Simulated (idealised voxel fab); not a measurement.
A process module follows: voxel capacitor over wiring.
This is section cut - it's 200 nm across, gridded in 5 nm square cells.
A cross-section is a grid of square cells, given in bands from the top down. A band is one or more rows of cells.
Band: top and bottom heights (nm) first, top before bottom; then materials from left to right, widths in nm. "edge to edge" marks a sole material filling the band edge to edge. "air" denotes empty space.
Beneath 0, the wafer as received is one material, and that level is where height counting begins. The lowest band goes on downward without a bottom; it is written like "0..down".
The width entry "30 to 40" should be interpreted row by row: the top row of cells in the band takes the first number, the bottom row takes the second number, and the change between adjacent rows is uniform throughout.
Step marked "nothing altered"? Then no cell in the cross-section changed in it.
"Sealed cavities" lists enclosed empty spaces (at least 8 cells, no open path upward to the top), each as width x height at distance from the left edge, in nm.
Heads up: the bit after the settings on a step's line is the simulator's remark on that step.
You can add "overlay nm" to a step's line. For a step with a mask, it describes how far the mask lay to the right of its planned position, and a negative number describes a lay to the left.

### Steps in the process plan
1. RECEIVE [material Si]
2. CONFORMAL_DEP [material SiO2] [thk nm 15]
3. DIRECTIONAL_DEP [material TiN] [thk nm 5]
4. DIRECTIONAL_DEP [material W] [thk nm 25]
5. MASKED_ETCH [tone cover] [mask id METAL_1] [width nm 20] [pitch nm 90] [etch materials W] [depth nm 25] [overlay nm 0]
6. MASKED_ETCH [tone cover] [mask id METAL_1] [width nm 20] [pitch nm 90] [etch materials TiN] [depth nm 5] [overlay nm 0]
7. FILL_DEP [material SiO2] [thk nm 10]
8. CMP [height nm 45]
9. CONFORMAL_DEP [material SiCN] [thk nm 5]
10. DIRECTIONAL_DEP [material SiO2] [thk nm 20]
11. DIRECTIONAL_DEP [material aC] [thk nm 10]
12. PATTERN [tone open] [mask id PLUG_1] [material resist] [width nm 15] [thk nm 25] [overlay nm 0]
13. DIRECTIONAL_ETCH [etch materials aC] [depth nm 10]
14. STRIP [etch materials resist]
15. DIRECTIONAL_ETCH [etch materials SiO2] [depth nm 20]
16. DIRECTIONAL_ETCH [etch materials SiCN] [depth nm 5]
17. STRIP [etch materials aC]
18. CONFORMAL_DEP [material TiN] [thk nm 5]
19. FILL_DEP [material W] [thk nm 5]
20. CMP [height nm 70]
21. DIRECTIONAL_DEP [material TiN] [thk nm 10]
22. DIRECTIONAL_DEP [material HfO2] [thk nm 5]
23. DIRECTIONAL_DEP [material TiN] [thk nm 5]
24. DIRECTIONAL_DEP [material aC] [thk nm 15]
25. PATTERN [tone cover] [mask id UPPER_PLATE] [material resist] [width nm 75] [thk nm 30] [overlay nm 0]
26. DIRECTIONAL_ETCH [etch materials aC] [depth nm 15]
27. STRIP [etch materials resist]
28. DIRECTIONAL_ETCH [etch materials TiN] [depth nm 5]
29. DIRECTIONAL_ETCH [etch materials HfO2] [depth nm 5]
30. STRIP [etch materials aC]
31. PATTERN [tone cover] [mask id LOWER_PLATE] [material resist] [width nm 85] [thk nm 20] [overlay nm 0]
32. DIRECTIONAL_ETCH [etch materials TiN] [depth nm 10]
33. STRIP [etch materials resist]
34. FILL_DEP [material SiO2] [thk nm 20]
35. CMP [height nm 105]
36. DIRECTIONAL_DEP [material aC] [thk nm 15]
37. PATTERN [tone open] [mask id PLUG_2] [material resist] [width nm 15] [thk nm 35] [overlay nm 0]
38. DIRECTIONAL_ETCH [etch materials aC] [depth nm 15]
39. STRIP [etch materials resist]
40. DIRECTIONAL_ETCH [etch materials SiO2] [depth nm 15]
41. STRIP [etch materials aC]
42. CONFORMAL_DEP [material TiN] [thk nm 5]
43. FILL_DEP [material Cu] [thk nm 5]
44. CMP [height nm 105]
45. CONFORMAL_DEP [material SiN] [thk nm 5]

### as received, after step 1
0..down: Si edge to edge
Sealed cavities: none

### Module complete - cross-section of the first of two wafers, run according to plan
110..105: SiN edge to edge
105..95: SiO2=60, TiN=5, Cu=5, TiN=5, SiO2=125
95..85: SiO2=60 to 50, TiN=15 to 75, SiO2=125 to 75
85..80: SiO2=50, HfO2=75, SiO2=75
80..70: SiO2=45, TiN=85, SiO2=70
70..50: SiO2=50, TiN=5, W=5, TiN=5, SiO2=135
50..45: SiCN=50, TiN=15, SiCN=135
45..20: SiO2=45, W=20, SiO2=70, W=20, SiO2=45
20..15: SiO2=45, TiN=20, SiO2=70, TiN=20, SiO2=45
15..0: SiO2 edge to edge
0..down: Si edge to edge
Sealed cavities: none

### End-of-module cross-section of the second wafer: identical starting point and process plan to the first, with one processing mistake
110..105: SiN edge to edge
105..95: SiO2=60, TiN=5, Cu=5, TiN=5, SiO2=125
95..85: SiO2=60 to 50, TiN=15 to 75, SiO2=125 to 75
85..80: SiO2=50, HfO2=75, SiO2=75
80..70: SiO2=45, TiN=85, SiO2=70
70..55: SiO2=50, TiN=5, W=5, TiN=5, SiO2=135
55..50: SiCN=50, TiN=15, SiCN=135
50..45: SiO2 edge to edge
45..20: SiO2=45, W=20, SiO2=70, W=20, SiO2=45
20..15: SiO2=45, TiN=20, SiO2=70, TiN=20, SiO2=45
15..0: SiO2 edge to edge
0..down: Si edge to edge
Sealed cavities: none
Finding, execution versus plan: in deviation from the planned setting, step 8 was conducted as CMP [height nm 50]
Final cells, second wafer relative to first, materials higher or lower: +3 SiO2 | -2 TiN | -1 W
